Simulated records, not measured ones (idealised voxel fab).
Proc. module: voxel fin reveal
Square cell edge 5 nm, section width 240 nm, ID cut.
A cross-section in this document is a grid of square cells, and it is written down as bands, the top band listed before the ones below it; a band is made up of one or more rows of cells. Each band's line starts with the height of the band's top and of its bottom, in nm. Then come its materials from left to right, each with its width in nm. One material with "everywhere" fills the band from edge to edge. "blank" is empty space. Measure heights from 0. That's the level where, below it, the as-received wafer is all one material. The lowest band is bottomless and extends downward; write it as in "0 -> down". You'd read "30 to 40" like this: the band's top row of cells is as wide as the first number, its bottom row is as wide as the second, and going down, every row changes width by the same amount as the row before did. "nothing changed" after a step means that no cell of the cross-section changed. Completely enclosed voids: empty space of 8 cells or more with no open way to the top, each as width x height at its distance from the left edge, in nm. What comes after the settings on a step's line is commentary from the simulator itself on that step. Regarding "overlay nm": on a step with a mask, it is the distance the mask lay to the right of its planned place; a negative value places it to the left.

**plan**
step 1: RECEIVE (material Si)
step 2: CONFORMAL_DEP (material SiN; thk nm 5)
step 3: MASKED_ETCH (tone cover; mask id FINS; width nm 15; pitch nm 45; etch materials SiN; depth nm 5; overlay nm 0)
step 4: MASKED_ETCH (tone cover; mask id FINS; width nm 15; pitch nm 45; etch materials Si; depth nm 35; overlay nm 0)
step 5: OXIDIZE (depth nm 5)
step 6: FILL_DEP (material SiO2; thk nm 10)
step 7: CMP (height nm 5)
step 8: SELECTIVE_ETCH (etch materials SiO2; depth nm 15)
step 9: STRIP (etch materials SiN)
Among the wafers covered here, the point of difference is the width nm at step 4; their starting state is shared, and the plan presents the value of the first wafer.

**Incoming state of the first of several wafers in cross-section: after step 1**
* 0 -> down = Si everywhere
* Completely enclosed voids: none

**Here is the cross-section of the first of several wafers at the end of the module, after its last step, step 9**
* 0 -> -10 = blank 50  Si 5  blank 40  Si 5  blank 40  Si 5  blank 40  Si 5  blank 50
* -10 -> -40 = SiO2 50  Si 5  SiO2 40  Si 5  SiO2 40  Si 5  SiO2 40  Si 5  SiO2 50
* -40 -> down = Si everywhere
* Completely enclosed voids: none

**A cross-section through the last wafer at the close of the module**
* 0 -> -10 = blank 50 to 45  Si 5 to 20  blank 40 to 25  Si 5 to 20  blank 40 to 25  Si 5 to 20  blank 40 to 25  Si 5 to 20  blank 50 to 40
* -10 -> -40 = SiO2 45  Si 20  SiO2 25  Si 20  SiO2 25  Si 20  SiO2 25  Si 20  SiO2 40
* -40 -> down = Si everywhere
* Completely enclosed voids: none

**Per wafer, end of module: cells gained (+) or lost (-) per material since receipt, then closed voids**
width nm 15, -352 Si, +264 SiO2, Completely enclosed voids: none
width nm 20, -324 Si, +240 SiO2, Completely enclosed voids: none
width nm 25, -296 Si, +216 SiO2, Completely enclosed voids: none
width nm 30, -268 Si, +192 SiO2, Completely enclosed voids: none
